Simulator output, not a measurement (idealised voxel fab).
Process module in this document: voxel fin reveal
It is cross-section cut that appears here, measuring 180 nm in width, its square cells being 5 nm in size.
When this document writes out a cross-section, it uses a grid of square cells and lists it as bands, beginning at the top and moving down, with a band standing for one or more rows of cells.
Per band: top height and bottom height in nm, followed by the left-to-right materials and their widths in nm; "edge to edge" marks a single material spanning edge to edge, "blank" marks empty space.
All heights in this document are referenced to 0, defined as the level beneath which the wafer, as received, consists entirely of one material. The lowest band is not bounded below; it extends indefinitely downward and is written in the form "from 0 down".
So if you see something like "30->40" for the width, read it as the top row of the band sitting at the first number and the bottom row at the second, with every row in between moving by the same amount as the last.
When a step is marked "all unchanged", none of the cells in the cross-section changed during that step.
"Catalogued sealed voids": sealed empty spaces, 8 cells or more, no open way to top, listed width x height at distance, with distance from the left edge and width, height and distance in nm.
Note: text after step settings on the step line = simulator remark on that step.
overlay nm: how far to the right of its planned place the mask lay on this masked step (negative: to the left).
-- Below is the list of planned process steps
1. RECEIVE with material Si
2. CONFORMAL_DEP with material SiN, thk nm 10
3. DIRECTIONAL_DEP with material aC, thk nm 10
4. PATTERN with tone cover, mask id FINS, material resist, width nm 15, pitch nm 45, thk nm 25, overlay nm -15
5. DIRECTIONAL_ETCH with etch materials aC, depth nm 10
6. STRIP with etch materials resist
7. DIRECTIONAL_ETCH with etch materials SiN, depth nm 10
8. DIRECTIONAL_ETCH with etch materials Si, depth nm 30
9. STRIP with etch materials aC
10. FILL_DEP with material SiO2, thk nm 10
11. CMP with height nm 10
12. SELECTIVE_ETCH with etch materials SiO2, depth nm 30
13. STRIP with etch materials SiN
14. CONFORMAL_DEP with material HfO2, thk nm 5
Among the wafers covered here, the point of difference is the overlay nm at step 4; their starting state is shared, and the plan presents the value of the first wafer.
-- Cross-section: the first of several wafers in its as-received state, i.e. following step 1
> from 0 down = Si edge to edge
> Catalogued sealed voids: none
-- Cross-section of the first of several wafers, taken after step 14, where the module ends
> from 5 to 0 = blank: 40, HfO2: 25, blank: 20, HfO2: 25, blank: 70
> from 0 to -15 = blank: 40, HfO2: 5, Si: 15, HfO2: 5, blank: 20, HfO2: 5, Si: 15, HfO2: 5, blank: 70
> from -15 to -20 = HfO2: 45, Si: 15, HfO2: 30, Si: 15, HfO2: 75
> from -20 to -30 = SiO2: 45, Si: 15, SiO2: 30, Si: 15, SiO2: 75
> from -30 down = Si edge to edge
> Catalogued sealed voids: none
-- Cross-sectional view of the final wafer of several at the module's end
> from 5 to 0 = blank: 70, HfO2: 25, blank: 20, HfO2: 25, blank: 40
> from 0 to -15 = blank: 70, HfO2: 5, Si: 15, HfO2: 5, blank: 20, HfO2: 5, Si: 15, HfO2: 5, blank: 40
> from -15 to -20 = HfO2: 75, Si: 15, HfO2: 30, Si: 15, HfO2: 45
> from -20 to -30 = SiO2: 75, Si: 15, SiO2: 30, Si: 15, SiO2: 45
> from -30 down = Si edge to edge
> Catalogued sealed voids: none
-- End of module, by wafer: material-by-material cell gain (+) or loss (-) since receipt, then closed voids
overlay nm -15; +52 HfO2; -180 Si; +60 SiO2; Catalogued sealed voids: none
overlay nm -10; +52 HfO2; -180 Si; +60 SiO2; Catalogued sealed voids: none
overlay nm -5; +52 HfO2; -180 Si; +60 SiO2; Catalogued sealed voids: none
overlay nm 0; +52 HfO2; -180 Si; +60 SiO2; Catalogued sealed voids: none
overlay nm 5; +52 HfO2; -180 Si; +60 SiO2; Catalogued sealed voids: none
overlay nm 10; +52 HfO2; -180 Si; +60 SiO2; Catalogued sealed voids: none
overlay nm 15; +52 HfO2; -180 Si; +60 SiO2; Catalogued sealed voids: none
